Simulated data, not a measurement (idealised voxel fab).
process module | voxel trench capacitor
cross-section cut | 185 nm wide | cells 5 nm
A cross-section is a grid of square cells, given in bands from the top down. A band is one or more rows of cells.
Each band's line starts with the height of the band's top and of its bottom, in nm. Then come its materials from left to right, each with its width in nm. One material with "throughout" fills the band from edge to edge. "air" is empty space.
Height 0 is the level under which the wafer as received is all one material. The lowest band goes on downwards, as in "0 down".
A width such as "30 to 40" changes by the same amount from each row of cells to the next, from the band's top row to its bottom row.
"no change" after a step means that no cell of the cross-section changed.
closed voids: empty space of 8 cells or more with no open way to the top, each as width x height at its distance from the left edge, in nm
after a step's settings: what the simulator itself notes on the step
overlay nm, on a step with a mask: how far to the right of its planned place the mask lay; to the left if negative
plan
1 op RECEIVE | material Si
2 op CONFORMAL_DEP | material SiN | thk nm 5
3 op DIRECTIONAL_DEP | material aC | thk nm 15
4 op PATTERN | tone open | mask id TRENCH | material resist | width nm 25 | pitch nm 40 | thk nm 35 | overlay nm 0
5 op DIRECTIONAL_ETCH | etch materials aC | depth nm 15
6 op STRIP | etch materials resist
7 op DIRECTIONAL_ETCH | etch materials SiN | depth nm 5
8 op DIRECTIONAL_ETCH | etch materials Si | depth nm 30
9 op STRIP | etch materials aC
10 op CONFORMAL_DEP | material HfO2 | thk nm 5
11 op CONFORMAL_DEP | material TiN | thk nm 5
12 op FILL_DEP | material W | thk nm 10
13 op CMP | height nm 5
first wafer, as planned
as received, after step 1
  0 down: Si throughout
  closed voids: none
after step 2
  5 to 0: SiN throughout
  below 0: unchanged
after step 3
  20 to 5: aC throughout
  below 5: unchanged
after step 4
  55 to 20: resist 40 | air 25 | resist 15 | air 25 | resist 15 | air 25 | resist 40
  below 20: unchanged
after step 5
  40 to 20: resist 40 | air 25 | resist 15 | air 25 | resist 15 | air 25 | resist 40
  20 to 5: aC 40 | air 25 | aC 15 | air 25 | aC 15 | air 25 | aC 40
  below 5: unchanged
after step 6
  20 to 5: aC 40 | air 25 | aC 15 | air 25 | aC 15 | air 25 | aC 40
  below 5: unchanged
after step 7
  20 to 5: aC 40 | air 25 | aC 15 | air 25 | aC 15 | air 25 | aC 40
  5 to 0: SiN 40 | air 25 | SiN 15 | air 25 | SiN 15 | air 25 | SiN 40
  below 0: unchanged
after step 8
  20 to 5: aC 40 | air 25 | aC 15 | air 25 | aC 15 | air 25 | aC 40
  5 to 0: SiN 40 | air 25 | SiN 15 | air 25 | SiN 15 | air 25 | SiN 40
  0 to -30: Si 40 | air 25 | Si 15 | air 25 | Si 15 | air 25 | Si 40
  below -30: unchanged
after step 9
  5 to 0: SiN 40 | air 25 | SiN 15 | air 25 | SiN 15 | air 25 | SiN 40
  below 0: unchanged
after step 10
  10 to 5: HfO2 45 | air 15 | HfO2 25 | air 15 | HfO2 25 | air 15 | HfO2 45
  5 to 0: SiN 40 | HfO2 5 | air 15 | HfO2 5 | SiN 15 | HfO2 5 | air 15 | HfO2 5 | SiN 15 | HfO2 5 | air 15 | HfO2 5 | SiN 40
  0 to -25: Si 40 | HfO2 5 | air 15 | HfO2 5 | Si 15 | HfO2 5 | air 15 | HfO2 5 | Si 15 | HfO2 5 | air 15 | HfO2 5 | Si 40
  -25 to -30: Si 40 | HfO2 25 | Si 15 | HfO2 25 | Si 15 | HfO2 25 | Si 40
  below -30: unchanged
after step 11
  15 to 10: TiN 50 | air 5 | TiN 35 | air 5 | TiN 35 | air 5 | TiN 50
  10 to 5: HfO2 45 | TiN 5 | air 5 | TiN 5 | HfO2 25 | TiN 5 | air 5 | TiN 5 | HfO2 25 | TiN 5 | air 5 | TiN 5 | HfO2 45
  5 to 0: SiN 40 | HfO2 5 | TiN 5 | air 5 | TiN 5 | HfO2 5 | SiN 15 | HfO2 5 | TiN 5 | air 5 | TiN 5 | HfO2 5 | SiN 15 | HfO2 5 | TiN 5 | air 5 | TiN 5 | HfO2 5 | SiN 40
  0 to -20: Si 40 | HfO2 5 | TiN 5 | air 5 | TiN 5 | HfO2 5 | Si 15 | HfO2 5 | TiN 5 | air 5 | TiN 5 | HfO2 5 | Si 15 | HfO2 5 | TiN 5 | air 5 | TiN 5 | HfO2 5 | Si 40
  -20 to -25: Si 40 | HfO2 5 | TiN 15 | HfO2 5 | Si 15 | HfO2 5 | TiN 15 | HfO2 5 | Si 15 | HfO2 5 | TiN 15 | HfO2 5 | Si 40
  below -25: unchanged
after step 12
  25 to 15: W throughout
  15 to 10: TiN 50 | W 5 | TiN 35 | W 5 | TiN 35 | W 5 | TiN 50
  10 to 5: HfO2 45 | TiN 5 | W 5 | TiN 5 | HfO2 25 | TiN 5 | W 5 | TiN 5 | HfO2 25 | TiN 5 | W 5 | TiN 5 | HfO2 45
  5 to 0: SiN 40 | HfO2 5 | TiN 5 | W 5 | TiN 5 | HfO2 5 | SiN 15 | HfO2 5 | TiN 5 | W 5 | TiN 5 | HfO2 5 | SiN 15 | HfO2 5 | TiN 5 | W 5 | TiN 5 | HfO2 5 | SiN 40
  0 to -20: Si 40 | HfO2 5 | TiN 5 | W 5 | TiN 5 | HfO2 5 | Si 15 | HfO2 5 | TiN 5 | W 5 | TiN 5 | HfO2 5 | Si 15 | HfO2 5 | TiN 5 | W 5 | TiN 5 | HfO2 5 | Si 40
  below -20: unchanged
after step 13
  5 to 0: SiN 40 | HfO2 5 | TiN 5 | W 5 | TiN 5 | HfO2 5 | SiN 15 | HfO2 5 | TiN 5 | W 5 | TiN 5 | HfO2 5 | SiN 15 | HfO2 5 | TiN 5 | W 5 | TiN 5 | HfO2 5 | SiN 40
  below 0: unchanged
second wafer: like start, like plan, one mistake. Through step 9 it matches the first wafer
when step 10 should have ended
  20 to 5: HfO2 throughout
  5 to 0: SiN 40 | HfO2 25 | SiN 15 | HfO2 25 | SiN 15 | HfO2 25 | SiN 40
  0 to -30: Si 40 | HfO2 25 | Si 15 | HfO2 25 | Si 15 | HfO2 25 | Si 40
  below -30: unchanged
when step 11 should have ended
  25 to 20: TiN throughout
  below 20: unchanged
when step 12 should have ended
  35 to 25: W throughout
  below 25: unchanged
when step 13 should have ended
  5 to 0: SiN 40 | HfO2 25 | SiN 15 | HfO2 25 | SiN 15 | HfO2 25 | SiN 40
  below 0: unchanged
what went wrong: step 10 ran as: op CONFORMAL_DEP | material HfO2 | thk nm 15
at the end the second wafer has, in cells: 54 more of HfO2 | 39 fewer of TiN | 15 fewer of W
